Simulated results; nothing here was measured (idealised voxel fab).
Process module under the name voxel transistor to metal
We display cut, a cross-section 160 nm in width whose square cells are each 5 nm.
How to read a cross-section here: the picture is a grid of square cells, written as bands going from the top down, and any band can span one or more rows of cells.
Each band's line starts with the height of the band's top and of its bottom, in nm. Then come its materials from left to right, each with its width in nm. One material with "full width" fills the band from edge to edge. "air" is empty space.
Convention: height 0 is the level below which the wafer, as received, is all one material. The lowest band does not terminate at the bottom but continues downward, represented as "from 0 down".
Note: "30..40" means the width goes from the first number (top row of the band) to the second number (bottom row) in equal steps per row of cells.
Reading "changes: none" for a step: not a cell of the cross-section changed in it.
Voids not open to the top, 8 cells minimum: see "Trapped cavities". Written width x height at distance; distance is from the left edge; nm.
Read whatever lies past the settings on a step's line as the simulator's own remark about the step.
overlay nm: where the mask lay relative to plan, measured to the right, on steps with a mask; negatives go left.

Steps planned for the process
| 1 | RECEIVE with material Si |
| 2 | CONFORMAL_DEP with material SiO2, thk nm 5 |
| 3 | CONFORMAL_DEP with material SiN, thk nm 10 |
| 4 | PATTERN with tone cover, mask id ACTIVE, material resist, width nm 100, thk nm 20, overlay nm 0 |
| 5 | DIRECTIONAL_ETCH with etch materials SiN, depth nm 10 |
| 6 | DIRECTIONAL_ETCH with etch materials SiO2, depth nm 5 |
| 7 | DIRECTIONAL_ETCH with etch materials Si, depth nm 30 |
| 8 | STRIP with etch materials resist |
| 9 | OXIDIZE with depth nm 5 |
| 10 | FILL_DEP with material SiO2, thk nm 15 |
| 11 | CMP with height nm 15 |
| 12 | SELECTIVE_ETCH with etch materials SiO2, depth nm 5 |
| 13 | STRIP with etch materials SiN |
| 14 | SELECTIVE_ETCH with etch materials SiO2, depth nm 5 |
| 15 | OXIDIZE with depth nm 5 |
| 16 | DIRECTIONAL_DEP with material polySi, thk nm 25 |
| 17 | DIRECTIONAL_DEP with material SiCN, thk nm 15 |
| 18 | DIRECTIONAL_DEP with material aC, thk nm 15 |
| 19 | PATTERN with tone cover, mask id GATE, material resist, width nm 30, thk nm 30, overlay nm 0 |
| 20 | DIRECTIONAL_ETCH with etch materials aC, depth nm 15 |
| 21 | STRIP with etch materials resist |
| 22 | DIRECTIONAL_ETCH with etch materials SiCN, depth nm 25 |
| 23 | DIRECTIONAL_ETCH with etch materials polySi, depth nm 35 |
| 24 | STRIP with etch materials aC |
| 25 | CONFORMAL_DEP with material SiN, thk nm 5 |
| 26 | DIRECTIONAL_ETCH with etch materials SiN, depth nm 5 |
| 27 | DIRECTIONAL_ETCH with etch materials SiO2, depth nm 5 |
| 28 | DIRECTIONAL_ETCH with etch materials Si, depth nm 15 |
| 29 | EPI with material pSi, thk nm 15 |
| 30 | FILL_DEP with material SiO2, thk nm 10 |
| 31 | CMP with height nm 25 |
| 32 | STRIP with etch materials polySi |
| 33 | SELECTIVE_ETCH with etch materials SiO2, depth nm 5 |
| 34 | CONFORMAL_DEP with material HfO2, thk nm 5 |
| 35 | CONFORMAL_DEP with material TiN, thk nm 5 |
| 36 | FILL_DEP with material W, thk nm 5 |
| 37 | CMP with height nm 20 |
| 38 | DIRECTIONAL_DEP with material SiO2, thk nm 10 |
| 39 | MASKED_ETCH with tone open, mask id CONTACT, width nm 15, pitch nm 75, etch materials SiO2, depth nm 35, overlay nm 0 |
| 40 | CONFORMAL_DEP with material TiN, thk nm 5 |
| 41 | FILL_DEP with material Ru, thk nm 5 |
| 42 | CMP with height nm 30 |
| 43 | CONFORMAL_DEP with material SiN, thk nm 5 |
| 44 | DIRECTIONAL_DEP with material SiO2, thk nm 25 |
| 45 | PATTERN with tone open, mask id METAL_1, material resist, width nm 15, pitch nm 75, thk nm 20, overlay nm 0 |
| 46 | DIRECTIONAL_ETCH with etch materials SiO2, depth nm 25 |
| 47 | DIRECTIONAL_ETCH with etch materials SiN, depth nm 5 |
| 48 | STRIP with etch materials resist |
| 49 | CONFORMAL_DEP with material TiN, thk nm 5 |
| 50 | FILL_DEP with material Cu, thk nm 10 |
| 51 | CMP with height nm 60 |
| 52 | EPI with material Ru, thk nm 5 |
| 53 | FILL_DEP with material SiCN, thk nm 5 |

First wafer of two (run as planned)

Incoming wafer in cross-section (state: after step 1)
- from 0 down  Si full width
- Trapped cavities: none

The following cross-section depicts the wafer upon completion of step 2
- from 5 to 0  SiO2 full width
- Whatever lies below 0 is exactly as it was before.

The following cross-section depicts the wafer upon completion of step 3
- from 15 to 5  SiN full width
- Whatever lies below 5 is exactly as it was before.

The following cross-section depicts the wafer upon completion of step 4
- from 35 to 15  30 of air, then 100 of resist, then 30 of air
- Whatever lies below 15 is exactly as it was before.

The following cross-section depicts the wafer upon completion of step 5
- from 35 to 15  30 of air, then 100 of resist, then 30 of air
- from 15 to 5  30 of air, then 100 of SiN, then 30 of air
- Whatever lies below 5 is exactly as it was before.

The following cross-section depicts the wafer upon completion of step 6
- from 35 to 15  30 of air, then 100 of resist, then 30 of air
- from 15 to 5  30 of air, then 100 of SiN, then 30 of air
- from 5 to 0  30 of air, then 100 of SiO2, then 30 of air
- Whatever lies below 0 is exactly as it was before.

The following cross-section depicts the wafer upon completion of step 7
- from 35 to 15  30 of air, then 100 of resist, then 30 of air
- from 15 to 5  30 of air, then 100 of SiN, then 30 of air
- from 5 to 0  30 of air, then 100 of SiO2, then 30 of air
- from 0 to -30  30 of air, then 100 of Si, then 30 of air
- Whatever lies below -30 is exactly as it was before.

The following cross-section depicts the wafer upon completion of step 8
- from 15 to 5  30 of air, then 100 of SiN, then 30 of air
- Whatever lies below 5 is exactly as it was before.

The following cross-section depicts the wafer upon completion of step 9
- from 15 to 5  30 of air, then 100 of SiN, then 30 of air
- from 5 to 0  30 of air, then 100 of SiO2, then 30 of air
- from 0 to -30  30 of air, then 5 of SiO2, then 90 of Si, then 5 of SiO2, then 30 of air
- from -30 to -35  35 of SiO2, then 90 of Si, then 35 of SiO2
- Whatever lies below -35 is exactly as it was before.

The following cross-section depicts the wafer upon completion of step 10
- from 30 to 15  SiO2 full width
- from 15 to 5  30 of SiO2, then 100 of SiN, then 30 of SiO2
- from 5 to 0  SiO2 full width
- from 0 to -35  35 of SiO2, then 90 of Si, then 35 of SiO2
- Whatever lies below -35 is exactly as it was before.

The following cross-section depicts the wafer upon completion of step 11
- from 15 to 5  30 of SiO2, then 100 of SiN, then 30 of SiO2
- Whatever lies below 5 is exactly as it was before.

The following cross-section depicts the wafer upon completion of step 12
- from 15 to 10  30 of air, then 100 of SiN, then 30 of air
- Whatever lies below 10 is exactly as it was before.

The following cross-section depicts the wafer upon completion of step 13
- from 10 to 5  30 of SiO2, then 100 of air, then 30 of SiO2
- Whatever lies below 5 is exactly as it was before.

The following cross-section depicts the wafer upon completion of step 14
- from 5 to 0  25 of SiO2, then 110 of air, then 25 of SiO2
- Whatever lies below 0 is exactly as it was before.

The following cross-section depicts the wafer upon completion of step 15
- from 5 to 0  25 of SiO2, then 110 of air, then 25 of SiO2
- from 0 to -5  SiO2 full width
- Whatever lies below -5 is exactly as it was before.

The following cross-section depicts the wafer upon completion of step 16
- from 30 to 25  25 of polySi, then 110 of air, then 25 of polySi
- from 25 to 5  polySi full width
- from 5 to 0  25 of SiO2, then 110 of polySi, then 25 of SiO2
- Whatever lies below 0 is exactly as it was before.

The following cross-section depicts the wafer upon completion of step 17
- from 45 to 40  25 of SiCN, then 110 of air, then 25 of SiCN
- from 40 to 30  SiCN full width
- from 30 to 25  25 of polySi, then 110 of SiCN, then 25 of polySi
- Whatever lies below 25 is exactly as it was before.

The following cross-section depicts the wafer upon completion of step 18
- from 60 to 55  25 of aC, then 110 of air, then 25 of aC
- from 55 to 45  aC full width
- from 45 to 40  25 of SiCN, then 110 of aC, then 25 of SiCN
- Whatever lies below 40 is exactly as it was before.

The following cross-section depicts the wafer upon completion of step 19
- from 90 to 60  65 of air, then 30 of resist, then 65 of air
- from 60 to 55  25 of aC, then 40 of air, then 30 of resist, then 40 of air, then 25 of aC
- Whatever lies below 55 is exactly as it was before.

The following cross-section depicts the wafer upon completion of step 20
- from 75 to 55  65 of air, then 30 of resist, then 65 of air
- from 55 to 45  65 of air, then 30 of aC, then 65 of air
- from 45 to 40  25 of SiCN, then 40 of air, then 30 of aC, then 40 of air, then 25 of SiCN
- Whatever lies below 40 is exactly as it was before.

The following cross-section depicts the wafer upon completion of step 21
- from 55 to 45  65 of air, then 30 of aC, then 65 of air
- Whatever lies below 45 is exactly as it was before.

The following cross-section depicts the wafer upon completion of step 22
- from 55 to 40  65 of air, then 30 of aC, then 65 of air
- from 40 to 30  65 of air, then 30 of SiCN, then 65 of air
- from 30 to 25  25 of polySi, then 40 of air, then 30 of SiCN, then 40 of air, then 25 of polySi
- Whatever lies below 25 is exactly as it was before.

The following cross-section depicts the wafer upon completion of step 23
- from 55 to 40  65 of air, then 30 of aC, then 65 of air
- from 40 to 25  65 of air, then 30 of SiCN, then 65 of air
- from 25 to 5  65 of air, then 30 of polySi, then 65 of air
- from 5 to 0  25 of SiO2, then 40 of air, then 30 of polySi, then 40 of air, then 25 of SiO2
- Whatever lies below 0 is exactly as it was before.

The following cross-section depicts the wafer upon completion of step 24
- from 40 to 25  65 of air, then 30 of SiCN, then 65 of air
- Whatever lies below 25 is exactly as it was before.

The following cross-section depicts the wafer upon completion of step 25
- from 45 to 40  60 of air, then 40 of SiN, then 60 of air
- from 40 to 25  60 of air, then 5 of SiN, then 30 of SiCN, then 5 of SiN, then 60 of air
- from 25 to 10  60 of air, then 5 of SiN, then 30 of polySi, then 5 of SiN, then 60 of air
- from 10 to 5  30 of SiN, then 30 of air, then 5 of SiN, then 30 of polySi, then 5 of SiN, then 30 of air, then 30 of SiN
- from 5 to 0  25 of SiO2, then 40 of SiN, then 30 of polySi, then 40 of SiN, then 25 of SiO2
- Whatever lies below 0 is exactly as it was before.

The following cross-section depicts the wafer upon completion of step 26
- from 40 to 25  60 of air, then 5 of SiN, then 30 of SiCN, then 5 of SiN, then 60 of air
- from 25 to 5  60 of air, then 5 of SiN, then 30 of polySi, then 5 of SiN, then 60 of air
- from 5 to 0  25 of SiO2, then 5 of SiN, then 30 of air, then 5 of SiN, then 30 of polySi, then 5 of SiN, then 30 of air, then 5 of SiN, then 25 of SiO2
- Whatever lies below 0 is exactly as it was before.

The following cross-section depicts the wafer upon completion of step 27
- from 40 to 25  60 of air, then 5 of SiN, then 30 of SiCN, then 5 of SiN, then 60 of air
- from 25 to 5  60 of air, then 5 of SiN, then 30 of polySi, then 5 of SiN, then 60 of air
- from 5 to 0  25 of air, then 5 of SiN, then 30 of air, then 5 of SiN, then 30 of polySi, then 5 of SiN, then 30 of air, then 5 of SiN, then 25 of air
- from 0 to -5  30 of SiO2, then 30 of air, then 40 of SiO2, then 30 of air, then 30 of SiO2
- Whatever lies below -5 is exactly as it was before.

The following cross-section depicts the wafer upon completion of step 28
- from 40 to 25  60 of air, then 5 of SiN, then 30 of SiCN, then 5 of SiN, then 60 of air
- from 25 to 5  60 of air, then 5 of SiN, then 30 of polySi, then 5 of SiN, then 60 of air
- from 5 to 0  25 of air, then 5 of SiN, then 30 of air, then 5 of SiN, then 30 of polySi, then 5 of SiN, then 30 of air, then 5 of SiN, then 25 of air
- from 0 to -5  30 of SiO2, then 30 of air, then 40 of SiO2, then 30 of air, then 30 of SiO2
- from -5 to -20  35 of SiO2, then 25 of air, then 40 of Si, then 25 of air, then 35 of SiO2
- Whatever lies below -20 is exactly as it was before.

The following cross-section depicts the wafer upon completion of step 29
- from 40 to 25  60 of air, then 5 of SiN, then 30 of SiCN, then 5 of SiN, then 60 of air
- from 25 to 10  60 of air, then 5 of SiN, then 30 of polySi, then 5 of SiN, then 60 of air
- from 10 to 5  45 of air, then 15 of pSi, then 5 of SiN, then 30 of polySi, then 5 of SiN, then 15 of pSi, then 45 of air
- from 5 to 0  25 of air, then 5 of SiN, then 15 of air, then 15 of pSi, then 5 of SiN, then 30 of polySi, then 5 of SiN, then 15 of pSi, then 15 of air, then 5 of SiN, then 25 of air
- from 0 to -5  30 of SiO2, then 15 of air, then 15 of pSi, then 40 of SiO2, then 15 of pSi, then 15 of air, then 30 of SiO2
- from -5 to -20  35 of SiO2, then 25 of pSi, then 40 of Si, then 25 of pSi, then 35 of SiO2
- Whatever lies below -20 is exactly as it was before.

The following cross-section depicts the wafer upon completion of step 30
- from 50 to 40  SiO2 full width
- from 40 to 25  60 of SiO2, then 5 of SiN, then 30 of SiCN, then 5 of SiN, then 60 of SiO2
- from 25 to 10  60 of SiO2, then 5 of SiN, then 30 of polySi, then 5 of SiN, then 60 of SiO2
- from 10 to 5  45 of SiO2, then 15 of pSi, then 5 of SiN, then 30 of polySi, then 5 of SiN, then 15 of pSi, then 45 of SiO2
- from 5 to 0  25 of SiO2, then 5 of SiN, then 15 of SiO2, then 15 of pSi, then 5 of SiN, then 30 of polySi, then 5 of SiN, then 15 of pSi, then 15 of SiO2, then 5 of SiN, then 25 of SiO2
- from 0 to -5  45 of SiO2, then 15 of pSi, then 40 of SiO2, then 15 of pSi, then 45 of SiO2
- Whatever lies below -5 is exactly as it was before.

The following cross-section depicts the wafer upon completion of step 31
- from 25 to 10  60 of SiO2, then 5 of SiN, then 30 of polySi, then 5 of SiN, then 60 of SiO2
- Whatever lies below 10 is exactly as it was before.

The following cross-section depicts the wafer upon completion of step 32
- from 25 to 10  60 of SiO2, then 5 of SiN, then 30 of air, then 5 of SiN, then 60 of SiO2
- from 10 to 5  45 of SiO2, then 15 of pSi, then 5 of SiN, then 30 of air, then 5 of SiN, then 15 of pSi, then 45 of SiO2
- from 5 to 0  25 of SiO2, then 5 of SiN, then 15 of SiO2, then 15 of pSi, then 5 of SiN, then 30 of air, then 5 of SiN, then 15 of pSi, then 15 of SiO2, then 5 of SiN, then 25 of SiO2
- Whatever lies below 0 is exactly as it was before.

The following cross-section depicts the wafer upon completion of step 33
- from 25 to 20  60 of air, then 5 of SiN, then 30 of air, then 5 of SiN, then 60 of air
- from 20 to 10  60 of SiO2, then 5 of SiN, then 30 of air, then 5 of SiN, then 60 of SiO2
- from 10 to 5  45 of SiO2, then 15 of pSi, then 5 of SiN, then 30 of air, then 5 of SiN, then 15 of pSi, then 45 of SiO2
- from 5 to 0  25 of SiO2, then 5 of SiN, then 15 of SiO2, then 15 of pSi, then 5 of SiN, then 30 of air, then 5 of SiN, then 15 of pSi, then 15 of SiO2, then 5 of SiN, then 25 of SiO2
- from 0 to -5  45 of SiO2, then 15 of pSi, then 40 of air, then 15 of pSi, then 45 of SiO2
- Whatever lies below -5 is exactly as it was before.

The following cross-section depicts the wafer upon completion of step 34
- from 30 to 25  55 of air, then 15 of HfO2, then 20 of air, then 15 of HfO2, then 55 of air
- from 25 to 20  60 of HfO2, then 5 of SiN, then 5 of HfO2, then 20 of air, then 5 of HfO2, then 5 of SiN, then 60 of HfO2
- from 20 to 10  60 of SiO2, then 5 of SiN, then 5 of HfO2, then 20 of air, then 5 of HfO2, then 5 of SiN, then 60 of SiO2
- from 10 to 5  45 of SiO2, then 15 of pSi, then 5 of SiN, then 5 of HfO2, then 20 of air, then 5 of HfO2, then 5 of SiN, then 15 of pSi, then 45 of SiO2
- from 5 to 0  25 of SiO2, then 5 of SiN, then 15 of SiO2, then 15 of pSi, then 5 of SiN, then 5 of HfO2, then 20 of air, then 5 of HfO2, then 5 of SiN, then 15 of pSi, then 15 of SiO2, then 5 of SiN, then 25 of SiO2
- from 0 to -5  45 of SiO2, then 15 of pSi, then 40 of HfO2, then 15 of pSi, then 45 of SiO2
- Whatever lies below -5 is exactly as it was before.

The following cross-section depicts the wafer upon completion of step 35
- from 35 to 30  50 of air, then 25 of TiN, then 10 of air, then 25 of TiN, then 50 of air
- from 30 to 25  55 of TiN, then 15 of HfO2, then 5 of TiN, then 10 of air, then 5 of TiN, then 15 of HfO2, then 55 of TiN
- from 25 to 20  60 of HfO2, then 5 of SiN, then 5 of HfO2, then 5 of TiN, then 10 of air, then 5 of TiN, then 5 of HfO2, then 5 of SiN, then 60 of HfO2
- from 20 to 10  60 of SiO2, then 5 of SiN, then 5 of HfO2, then 5 of TiN, then 10 of air, then 5 of TiN, then 5 of HfO2, then 5 of SiN, then 60 of SiO2
- from 10 to 5  45 of SiO2, then 15 of pSi, then 5 of SiN, then 5 of HfO2, then 5 of TiN, then 10 of air, then 5 of TiN, then 5 of HfO2, then 5 of SiN, then 15 of pSi, then 45 of SiO2
- from 5 to 0  25 of SiO2, then 5 of SiN, then 15 of SiO2, then 15 of pSi, then 5 of SiN, then 5 of HfO2, then 20 of TiN, then 5 of HfO2, then 5 of SiN, then 15 of pSi, then 15 of SiO2, then 5 of SiN, then 25 of SiO2
- Whatever lies below 0 is exactly as it was before.

The following cross-section depicts the wafer upon completion of step 36
- from 40 to 35  W full width
- from 35 to 30  50 of W, then 25 of TiN, then 10 of W, then 25 of TiN, then 50 of W
- from 30 to 25  55 of TiN, then 15 of HfO2, then 5 of TiN, then 10 of W, then 5 of TiN, then 15 of HfO2, then 55 of TiN
- from 25 to 20  60 of HfO2, then 5 of SiN, then 5 of HfO2, then 5 of TiN, then 10 of W, then 5 of TiN, then 5 of HfO2, then 5 of SiN, then 60 of HfO2
- from 20 to 10  60 of SiO2, then 5 of SiN, then 5 of HfO2, then 5 of TiN, then 10 of W, then 5 of TiN, then 5 of HfO2, then 5 of SiN, then 60 of SiO2
- from 10 to 5  45 of SiO2, then 15 of pSi, then 5 of SiN, then 5 of HfO2, then 5 of TiN, then 10 of W, then 5 of TiN, then 5 of HfO2, then 5 of SiN, then 15 of pSi, then 45 of SiO2
- Whatever lies below 5 is exactly as it was before.

The following cross-section depicts the wafer upon completion of step 37
- from 20 to 10  60 of SiO2, then 5 of SiN, then 5 of HfO2, then 5 of TiN, then 10 of W, then 5 of TiN, then 5 of HfO2, then 5 of SiN, then 60 of SiO2
- Whatever lies below 10 is exactly as it was before.

The following cross-section depicts the wafer upon completion of step 38
- from 30 to 20  SiO2 full width
- Whatever lies below 20 is exactly as it was before.

The following cross-section depicts the wafer upon completion of step 39
- from 30 to 20  35 of SiO2, then 15 of air, then 60 of SiO2, then 15 of air, then 35 of SiO2
- from 20 to 10  35 of SiO2, then 15 of air, then 10 of SiO2, then 5 of SiN, then 5 of HfO2, then 5 of TiN, then 10 of W, then 5 of TiN, then 5 of HfO2, then 5 of SiN, then 10 of SiO2, then 15 of air, then 35 of SiO2
- from 10 to 5  35 of SiO2, then 10 of air, then 15 of pSi, then 5 of SiN, then 5 of HfO2, then 5 of TiN, then 10 of W, then 5 of TiN, then 5 of HfO2, then 5 of SiN, then 15 of pSi, then 10 of air, then 35 of SiO2
- from 5 to 0  25 of SiO2, then 5 of SiN, then 5 of SiO2, then 10 of air, then 15 of pSi, then 5 of SiN, then 5 of HfO2, then 20 of TiN, then 5 of HfO2, then 5 of SiN, then 15 of pSi, then 10 of air, then 5 of SiO2, then 5 of SiN, then 25 of SiO2
- from 0 to -5  35 of SiO2, then 10 of air, then 15 of pSi, then 40 of HfO2, then 15 of pSi, then 10 of air, then 35 of SiO2
- Whatever lies below -5 is exactly as it was before.

The following cross-section depicts the wafer upon completion of step 40
- from 35 to 30  40 of TiN, then 5 of air, then 70 of TiN, then 5 of air, then 40 of TiN
- from 30 to 20  35 of SiO2, then 5 of TiN, then 5 of air, then 5 of TiN, then 60 of SiO2, then 5 of TiN, then 5 of air, then 5 of TiN, then 35 of SiO2
- from 20 to 15  35 of SiO2, then 5 of TiN, then 5 of air, then 5 of TiN, then 10 of SiO2, then 5 of SiN, then 5 of HfO2, then 5 of TiN, then 10 of W, then 5 of TiN, then 5 of HfO2, then 5 of SiN, then 10 of SiO2, then 5 of TiN, then 5 of air, then 5 of TiN, then 35 of SiO2
- from 15 to 10  35 of SiO2, then 15 of TiN, then 10 of SiO2, then 5 of SiN, then 5 of HfO2, then 5 of TiN, then 10 of W, then 5 of TiN, then 5 of HfO2, then 5 of SiN, then 10 of SiO2, then 15 of TiN, then 35 of SiO2
- from 10 to 5  35 of SiO2, then 10 of TiN, then 15 of pSi, then 5 of SiN, then 5 of HfO2, then 5 of TiN, then 10 of W, then 5 of TiN, then 5 of HfO2, then 5 of SiN, then 15 of pSi, then 10 of TiN, then 35 of SiO2
- from 5 to 0  25 of SiO2, then 5 of SiN, then 5 of SiO2, then 10 of TiN, then 15 of pSi, then 5 of SiN, then 5 of HfO2, then 20 of TiN, then 5 of HfO2, then 5 of SiN, then 15 of pSi, then 10 of TiN, then 5 of SiO2, then 5 of SiN, then 25 of SiO2
- from 0 to -5  35 of SiO2, then 10 of TiN, then 15 of pSi, then 40 of HfO2, then 15 of pSi, then 10 of TiN, then 35 of SiO2
- Whatever lies below -5 is exactly as it was before.

The following cross-section depicts the wafer upon completion of step 41
- from 40 to 35  Ru full width
- from 35 to 30  40 of TiN, then 5 of Ru, then 70 of TiN, then 5 of Ru, then 40 of TiN
- from 30 to 20  35 of SiO2, then 5 of TiN, then 5 of Ru, then 5 of TiN, then 60 of SiO2, then 5 of TiN, then 5 of Ru, then 5 of TiN, then 35 of SiO2
- from 20 to 15  35 of SiO2, then 5 of TiN, then 5 of Ru, then 5 of TiN, then 10 of SiO2, then 5 of SiN, then 5 of HfO2, then 5 of TiN, then 10 of W, then 5 of TiN, then 5 of HfO2, then 5 of SiN, then 10 of SiO2, then 5 of TiN, then 5 of Ru, then 5 of TiN, then 35 of SiO2
- Whatever lies below 15 is exactly as it was before.

The following cross-section depicts the wafer upon completion of step 42
- from 30 to 20  35 of SiO2, then 5 of TiN, then 5 of Ru, then 5 of TiN, then 60 of SiO2, then 5 of TiN, then 5 of Ru, then 5 of TiN, then 35 of SiO2
- Whatever lies below 20 is exactly as it was before.

The following cross-section depicts the wafer upon completion of step 43
- from 35 to 30  SiN full width
- Whatever lies below 30 is exactly as it was before.

The following cross-section depicts the wafer upon completion of step 44
- from 60 to 35  SiO2 full width
- Whatever lies below 35 is exactly as it was before.

The following cross-section depicts the wafer upon completion of step 45
- from 80 to 60  35 of resist, then 15 of air, then 60 of resist, then 15 of air, then 35 of resist
- Whatever lies below 60 is exactly as it was before.

The following cross-section depicts the wafer upon completion of step 46
- from 80 to 60  35 of resist, then 15 of air, then 60 of resist, then 15 of air, then 35 of resist
- from 60 to 35  35 of SiO2, then 15 of air, then 60 of SiO2, then 15 of air, then 35 of SiO2
- Whatever lies below 35 is exactly as it was before.

The following cross-section depicts the wafer upon completion of step 47
- from 80 to 60  35 of resist, then 15 of air, then 60 of resist, then 15 of air, then 35 of resist
- from 60 to 35  35 of SiO2, then 15 of air, then 60 of SiO2, then 15 of air, then 35 of SiO2
- from 35 to 30  35 of SiN, then 15 of air, then 60 of SiN, then 15 of air, then 35 of SiN
- Whatever lies below 30 is exactly as it was before.

The following cross-section depicts the wafer upon completion of step 48
- from 60 to 35  35 of SiO2, then 15 of air, then 60 of SiO2, then 15 of air, then 35 of SiO2
- Whatever lies below 35 is exactly as it was before.

The following cross-section depicts the wafer upon completion of step 49
- from 65 to 60  40 of TiN, then 5 of air, then 70 of TiN, then 5 of air, then 40 of TiN
- from 60 to 35  35 of SiO2, then 5 of TiN, then 5 of air, then 5 of TiN, then 60 of SiO2, then 5 of TiN, then 5 of air, then 5 of TiN, then 35 of SiO2
- from 35 to 30  35 of SiN, then 15 of TiN, then 60 of SiN, then 15 of TiN, then 35 of SiN
- Whatever lies below 30 is exactly as it was before.

The following cross-section depicts the wafer upon completion of step 50
- from 75 to 65  Cu full width
- from 65 to 60  40 of TiN, then 5 of Cu, then 70 of TiN, then 5 of Cu, then 40 of TiN
- from 60 to 35  35 of SiO2, then 5 of TiN, then 5 of Cu, then 5 of TiN, then 60 of SiO2, then 5 of TiN, then 5 of Cu, then 5 of TiN, then 35 of SiO2
- Whatever lies below 35 is exactly as it was before.

The following cross-section depicts the wafer upon completion of step 51
- from 60 to 35  35 of SiO2, then 5 of TiN, then 5 of Cu, then 5 of TiN, then 60 of SiO2, then 5 of TiN, then 5 of Cu, then 5 of TiN, then 35 of SiO2
- Whatever lies below 35 is exactly as it was before.

The following cross-section depicts the wafer upon completion of step 52
- from 65 to 60  30 of air, then 25 of Ru, then 50 of air, then 25 of Ru, then 30 of air
- Whatever lies below 60 is exactly as it was before.

The following cross-section depicts the wafer upon completion of step 53
- from 70 to 65  SiCN full width
- from 65 to 60  30 of SiCN, then 25 of Ru, then 50 of SiCN, then 25 of Ru, then 30 of SiCN
- Whatever lies below 60 is exactly as it was before.

The second wafer: identical to the first at the outset and in its planned sequence, differing only in that one mistake was made during processing; up to and including step 40, its path is the first wafer's path

What the second wafer looks like in cross-section when step 41 should have wrapped up
- from 40 to 35  SiN full width
- from 35 to 30  40 of TiN, then 5 of SiN, then 70 of TiN, then 5 of SiN, then 40 of TiN
- from 30 to 20  35 of SiO2, then 5 of TiN, then 5 of SiN, then 5 of TiN, then 60 of SiO2, then 5 of TiN, then 5 of SiN, then 5 of TiN, then 35 of SiO2
- from 20 to 15  35 of SiO2, then 5 of TiN, then 5 of SiN, then 5 of TiN, then 10 of SiO2, then 5 of SiN, then 5 of HfO2, then 5 of TiN, then 10 of W, then 5 of TiN, then 5 of HfO2, then 5 of SiN, then 10 of SiO2, then 5 of TiN, then 5 of SiN, then 5 of TiN, then 35 of SiO2
- Whatever lies below 15 is exactly as it was before.

What the second wafer looks like in cross-section when step 42 should have wrapped up
- from 30 to 20  35 of SiO2, then 5 of TiN, then 5 of SiN, then 5 of TiN, then 60 of SiO2, then 5 of TiN, then 5 of SiN, then 5 of TiN, then 35 of SiO2
- Whatever lies below 20 is exactly as it was before.

What the second wafer looks like in cross-section when step 43 should have wrapped up
- from 35 to 30  SiN full width
- Whatever lies below 30 is exactly as it was before.

What the second wafer looks like in cross-section when step 44 should have wrapped up
- from 60 to 35  SiO2 full width
- Whatever lies below 35 is exactly as it was before.

What the second wafer looks like in cross-section when step 45 should have wrapped up
- from 80 to 60  35 of resist, then 15 of air, then 60 of resist, then 15 of air, then 35 of resist
- Whatever lies below 60 is exactly as it was before.

What the second wafer looks like in cross-section when step 46 should have wrapped up
- from 80 to 60  35 of resist, then 15 of air, then 60 of resist, then 15 of air, then 35 of resist
- from 60 to 35  35 of SiO2, then 15 of air, then 60 of SiO2, then 15 of air, then 35 of SiO2
- Whatever lies below 35 is exactly as it was before.

What the second wafer looks like in cross-section when step 47 should have wrapped up
- from 80 to 60  35 of resist, then 15 of air, then 60 of resist, then 15 of air, then 35 of resist
- from 60 to 35  35 of SiO2, then 15 of air, then 60 of SiO2, then 15 of air, then 35 of SiO2
- from 35 to 30  35 of SiN, then 15 of air, then 60 of SiN, then 15 of air, then 35 of SiN
- Whatever lies below 30 is exactly as it was before.

What the second wafer looks like in cross-section when step 48 should have wrapped up
- from 60 to 35  35 of SiO2, then 15 of air, then 60 of SiO2, then 15 of air, then 35 of SiO2
- Whatever lies below 35 is exactly as it was before.

What the second wafer looks like in cross-section when step 49 should have wrapped up
- from 65 to 60  40 of TiN, then 5 of air, then 70 of TiN, then 5 of air, then 40 of TiN
- from 60 to 35  35 of SiO2, then 5 of TiN, then 5 of air, then 5 of TiN, then 60 of SiO2, then 5 of TiN, then 5 of air, then 5 of TiN, then 35 of SiO2
- from 35 to 30  35 of SiN, then 15 of TiN, then 60 of SiN, then 15 of TiN, then 35 of SiN
- Whatever lies below 30 is exactly as it was before.

What the second wafer looks like in cross-section when step 50 should have wrapped up
- from 75 to 65  Cu full width
- from 65 to 60  40 of TiN, then 5 of Cu, then 70 of TiN, then 5 of Cu, then 40 of TiN
- from 60 to 35  35 of SiO2, then 5 of TiN, then 5 of Cu, then 5 of TiN, then 60 of SiO2, then 5 of TiN, then 5 of Cu, then 5 of TiN, then 35 of SiO2
- Whatever lies below 35 is exactly as it was before.

What the second wafer looks like in cross-section when step 51 should have wrapped up
- from 60 to 35  35 of SiO2, then 5 of TiN, then 5 of Cu, then 5 of TiN, then 60 of SiO2, then 5 of TiN, then 5 of Cu, then 5 of TiN, then 35 of SiO2
- Whatever lies below 35 is exactly as it was before.

What the second wafer looks like in cross-section when step 52 should have wrapped up
- from 65 to 60  30 of air, then 25 of Ru, then 50 of air, then 25 of Ru, then 30 of air
- Whatever lies below 60 is exactly as it was before.

What the second wafer looks like in cross-section when step 53 should have wrapped up
- from 70 to 65  SiCN full width
- from 65 to 60  30 of SiCN, then 25 of Ru, then 50 of SiCN, then 25 of Ru, then 30 of SiCN
- Whatever lies below 60 is exactly as it was before.
Where did the run depart from the plan? step 41 did not happen as planned, as run it was FILL_DEP with material SiN, thk nm 5
Cell-count delta at end, second wafer over first, by material: -6 Ru | +6 SiN
